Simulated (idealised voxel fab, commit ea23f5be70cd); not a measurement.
Documented hereafter: the process module known as voxel quadruple lines.
Section shown: cut. Width: 205 nm. Cell size: 5 nm, square.
When this document writes out a cross-section, it uses a grid of square cells and lists it as bands, beginning at the top and moving down, with a band standing for one or more rows of cells.
This entry defines a band. It first specifies the height of the band's top and the height of its bottom in nm, and then specifies the band's materials from left to right, stating each material with its width in nm. The word "edge to edge" identifies a single material that fills the band from edge to edge, while the word "blank" identifies empty space.
Ref level 0: as-received wafer is one material below here. Bottom band extends down with no lower bound ("0..down").
A width such as "30..40" changes by the same amount from each row of cells to the next, from the band's top row to its bottom row.
Reading "same as before" for a step: not a cell of the cross-section changed in it.
Entry "Tabulated closed voids". Content: empty spaces with no open connection to the top, size 8 cells or greater. Each: width x height at distance. Distance: from left edge. Unit: nm.
Past the settings on a step's line: simulator remark, on that step.
When a step includes a mask, the "overlay nm" setting on its line states how far to the right of its planned place that mask lay, and negative values state how far to the left.

Intended process steps
step 1: RECEIVE: material Si
step 2: CONFORMAL_DEP: material SiO2, thk nm 5
step 3: DIRECTIONAL_DEP: material Ru, thk nm 15
step 4: DIRECTIONAL_DEP: material polySi, thk nm 15
step 5: DIRECTIONAL_DEP: material aC, thk nm 20
step 6: PATTERN: tone cover, mask id MANDREL, material resist, width nm 25, thk nm 25, overlay nm 0
step 7: DIRECTIONAL_ETCH: etch materials aC, depth nm 20
step 8: STRIP: etch materials resist
step 9: CONFORMAL_DEP: material SiO2, thk nm 15
step 10: DIRECTIONAL_ETCH: etch materials SiO2, depth nm 15
step 11: STRIP: etch materials aC
step 12: DIRECTIONAL_ETCH: etch materials polySi, depth nm 15
step 13: STRIP: etch materials SiO2
step 14: CONFORMAL_DEP: material SiCN, thk nm 5
step 15: DIRECTIONAL_ETCH: etch materials SiCN, depth nm 5
step 16: STRIP: etch materials polySi
step 17: DIRECTIONAL_ETCH: etch materials Ru, depth nm 15
step 18: STRIP: etch materials SiCN
step 19: FILL_DEP: material lowk, thk nm 5
step 20: CMP: height nm 20

Wafer, first of two, run as planned

Cross-section: wafer on arrival = after step 1
  0..down | Si edge to edge
  Tabulated closed voids: none

The wafer in cross-section once step 2 is complete
  5..0 | SiO2 edge to edge
  Below 0 it's all the same as before, nothing changed down there.

The wafer in cross-section once step 3 is complete
  20..5 | Ru edge to edge
  Below 5 it's all the same as before, nothing changed down there.

The wafer in cross-section once step 4 is complete
  35..20 | polySi edge to edge
  Below 20 it's all the same as before, nothing changed down there.

The wafer in cross-section once step 5 is complete
  55..35 | aC edge to edge
  Below 35 it's all the same as before, nothing changed down there.

The wafer in cross-section once step 6 is complete
  80..55 | 90 of blank / 25 of resist / 90 of blank
  Below 55 it's all the same as before, nothing changed down there.

The wafer in cross-section once step 7 is complete
  60..55 | 90 of blank / 25 of resist / 90 of blank
  55..35 | 90 of blank / 25 of aC / 90 of blank
  Below 35 it's all the same as before, nothing changed down there.

The wafer in cross-section once step 8 is complete
  55..35 | 90 of blank / 25 of aC / 90 of blank
  Below 35 it's all the same as before, nothing changed down there.

The wafer in cross-section once step 9 is complete
  70..55 | 75 of blank / 55 of SiO2 / 75 of blank
  55..50 | 75 of blank / 15 of SiO2 / 25 of aC / 15 of SiO2 / 75 of blank
  50..35 | 90 of SiO2 / 25 of aC / 90 of SiO2
  Below 35 it's all the same as before, nothing changed down there.

The wafer in cross-section once step 10 is complete
  55..35 | 75 of blank / 15 of SiO2 / 25 of aC / 15 of SiO2 / 75 of blank
  Below 35 it's all the same as before, nothing changed down there.

The wafer in cross-section once step 11 is complete
  55..35 | 75 of blank / 15 of SiO2 / 25 of blank / 15 of SiO2 / 75 of blank
  Below 35 it's all the same as before, nothing changed down there.

The wafer in cross-section once step 12 is complete
  55..35 | 75 of blank / 15 of SiO2 / 25 of blank / 15 of SiO2 / 75 of blank
  35..20 | 75 of blank / 15 of polySi / 25 of blank / 15 of polySi / 75 of blank
  Below 20 it's all the same as before, nothing changed down there.

The wafer in cross-section once step 13 is complete
  35..20 | 75 of blank / 15 of polySi / 25 of blank / 15 of polySi / 75 of blank
  Below 20 it's all the same as before, nothing changed down there.

The wafer in cross-section once step 14 is complete
  40..35 | 70 of blank / 25 of SiCN / 15 of blank / 25 of SiCN / 70 of blank
  35..25 | 70 of blank / 5 of SiCN / 15 of polySi / 5 of SiCN / 15 of blank / 5 of SiCN / 15 of polySi / 5 of SiCN / 70 of blank
  25..20 | 75 of SiCN / 15 of polySi / 25 of SiCN / 15 of polySi / 75 of SiCN
  Below 20 it's all the same as before, nothing changed down there.

The wafer in cross-section once step 15 is complete
  35..20 | 70 of blank / 5 of SiCN / 15 of polySi / 5 of SiCN / 15 of blank / 5 of SiCN / 15 of polySi / 5 of SiCN / 70 of blank
  Below 20 it's all the same as before, nothing changed down there.

The wafer in cross-section once step 16 is complete
  35..20 | 70 of blank / 5 of SiCN / 15 of blank / 5 of SiCN / 15 of blank / 5 of SiCN / 15 of blank / 5 of SiCN / 70 of blank
  Below 20 it's all the same as before, nothing changed down there.

The wafer in cross-section once step 17 is complete
  35..20 | 70 of blank / 5 of SiCN / 15 of blank / 5 of SiCN / 15 of blank / 5 of SiCN / 15 of blank / 5 of SiCN / 70 of blank
  20..5 | 70 of blank / 5 of Ru / 15 of blank / 5 of Ru / 15 of blank / 5 of Ru / 15 of blank / 5 of Ru / 70 of blank
  Below 5 it's all the same as before, nothing changed down there.

The wafer in cross-section once step 18 is complete
  20..5 | 70 of blank / 5 of Ru / 15 of blank / 5 of Ru / 15 of blank / 5 of Ru / 15 of blank / 5 of Ru / 70 of blank
  Below 5 it's all the same as before, nothing changed down there.

The wafer in cross-section once step 19 is complete
  25..20 | lowk edge to edge
  20..5 | 70 of lowk / 5 of Ru / 15 of lowk / 5 of Ru / 15 of lowk / 5 of Ru / 15 of lowk / 5 of Ru / 70 of lowk
  Below 5 it's all the same as before, nothing changed down there.

The wafer in cross-section once step 20 is complete
  20..5 | 70 of lowk / 5 of Ru / 15 of lowk / 5 of Ru / 15 of lowk / 5 of Ru / 15 of lowk / 5 of Ru / 70 of lowk
  Below 5 it's all the same as before, nothing changed down there.

Companion wafer, the second of two: same beginning, same intended sequence, one mistake in carrying it out; through step 1 inclusive it tracks the first exactly

Second wafer at the planned finish of step 2, seen in cross-section: same as before

Second wafer at the planned finish of step 3, seen in cross-section
  15..0 | Ru edge to edge
  Below 0 it's all the same as before, nothing changed down there.

Second wafer at the planned finish of step 4, seen in cross-section
  30..15 | polySi edge to edge
  Below 15 it's all the same as before, nothing changed down there.

Second wafer at the planned finish of step 5, seen in cross-section
  50..30 | aC edge to edge
  Below 30 it's all the same as before, nothing changed down there.

Second wafer at the planned finish of step 6, seen in cross-section
  75..50 | 90 of blank / 25 of resist / 90 of blank
  Below 50 it's all the same as before, nothing changed down there.

Second wafer at the planned finish of step 7, seen in cross-section
  55..50 | 90 of blank / 25 of resist / 90 of blank
  50..30 | 90 of blank / 25 of aC / 90 of blank
  Below 30 it's all the same as before, nothing changed down there.

Second wafer at the planned finish of step 8, seen in cross-section
  50..30 | 90 of blank / 25 of aC / 90 of blank
  Below 30 it's all the same as before, nothing changed down there.

Second wafer at the planned finish of step 9, seen in cross-section
  65..50 | 75 of blank / 55 of SiO2 / 75 of blank
  50..45 | 75 of blank / 15 of SiO2 / 25 of aC / 15 of SiO2 / 75 of blank
  45..30 | 90 of SiO2 / 25 of aC / 90 of SiO2
  Below 30 it's all the same as before, nothing changed down there.

Second wafer at the planned finish of step 10, seen in cross-section
  50..30 | 75 of blank / 15 of SiO2 / 25 of aC / 15 of SiO2 / 75 of blank
  Below 30 it's all the same as before, nothing changed down there.

Second wafer at the planned finish of step 11, seen in cross-section
  50..30 | 75 of blank / 15 of SiO2 / 25 of blank / 15 of SiO2 / 75 of blank
  Below 30 it's all the same as before, nothing changed down there.

Second wafer at the planned finish of step 12, seen in cross-section
  50..30 | 75 of blank / 15 of SiO2 / 25 of blank / 15 of SiO2 / 75 of blank
  30..15 | 75 of blank / 15 of polySi / 25 of blank / 15 of polySi / 75 of blank
  Below 15 it's all the same as before, nothing changed down there.

Second wafer at the planned finish of step 13, seen in cross-section
  30..15 | 75 of blank / 15 of polySi / 25 of blank / 15 of polySi / 75 of blank
  Below 15 it's all the same as before, nothing changed down there.

Second wafer at the planned finish of step 14, seen in cross-section
  35..30 | 70 of blank / 25 of SiCN / 15 of blank / 25 of SiCN / 70 of blank
  30..20 | 70 of blank / 5 of SiCN / 15 of polySi / 5 of SiCN / 15 of blank / 5 of SiCN / 15 of polySi / 5 of SiCN / 70 of blank
  20..15 | 75 of SiCN / 15 of polySi / 25 of SiCN / 15 of polySi / 75 of SiCN
  Below 15 it's all the same as before, nothing changed down there.

Second wafer at the planned finish of step 15, seen in cross-section
  30..15 | 70 of blank / 5 of SiCN / 15 of polySi / 5 of SiCN / 15 of blank / 5 of SiCN / 15 of polySi / 5 of SiCN / 70 of blank
  Below 15 it's all the same as before, nothing changed down there.

Second wafer at the planned finish of step 16, seen in cross-section
  30..15 | 70 of blank / 5 of SiCN / 15 of blank / 5 of SiCN / 15 of blank / 5 of SiCN / 15 of blank / 5 of SiCN / 70 of blank
  Below 15 it's all the same as before, nothing changed down there.

Second wafer at the planned finish of step 17, seen in cross-section
  30..15 | 70 of blank / 5 of SiCN / 15 of blank / 5 of SiCN / 15 of blank / 5 of SiCN / 15 of blank / 5 of SiCN / 70 of blank
  15..0 | 70 of blank / 5 of Ru / 15 of blank / 5 of Ru / 15 of blank / 5 of Ru / 15 of blank / 5 of Ru / 70 of blank
  Below 0 it's all the same as before, nothing changed down there.

Second wafer at the planned finish of step 18, seen in cross-section
  15..0 | 70 of blank / 5 of Ru / 15 of blank / 5 of Ru / 15 of blank / 5 of Ru / 15 of blank / 5 of Ru / 70 of blank
  Below 0 it's all the same as before, nothing changed down there.

Second wafer at the planned finish of step 19, seen in cross-section
  20..15 | lowk edge to edge
  15..0 | 70 of lowk / 5 of Ru / 15 of lowk / 5 of Ru / 15 of lowk / 5 of Ru / 15 of lowk / 5 of Ru / 70 of lowk
  Below 0 it's all the same as before, nothing changed down there.

Second wafer at the planned finish of step 20, seen in cross-section: same as before
what went wrong: plan step 2 skipped
Final wafer comparison in cells, second versus first, more or fewer per material: SiO2: 41 fewer; lowk: 41 more
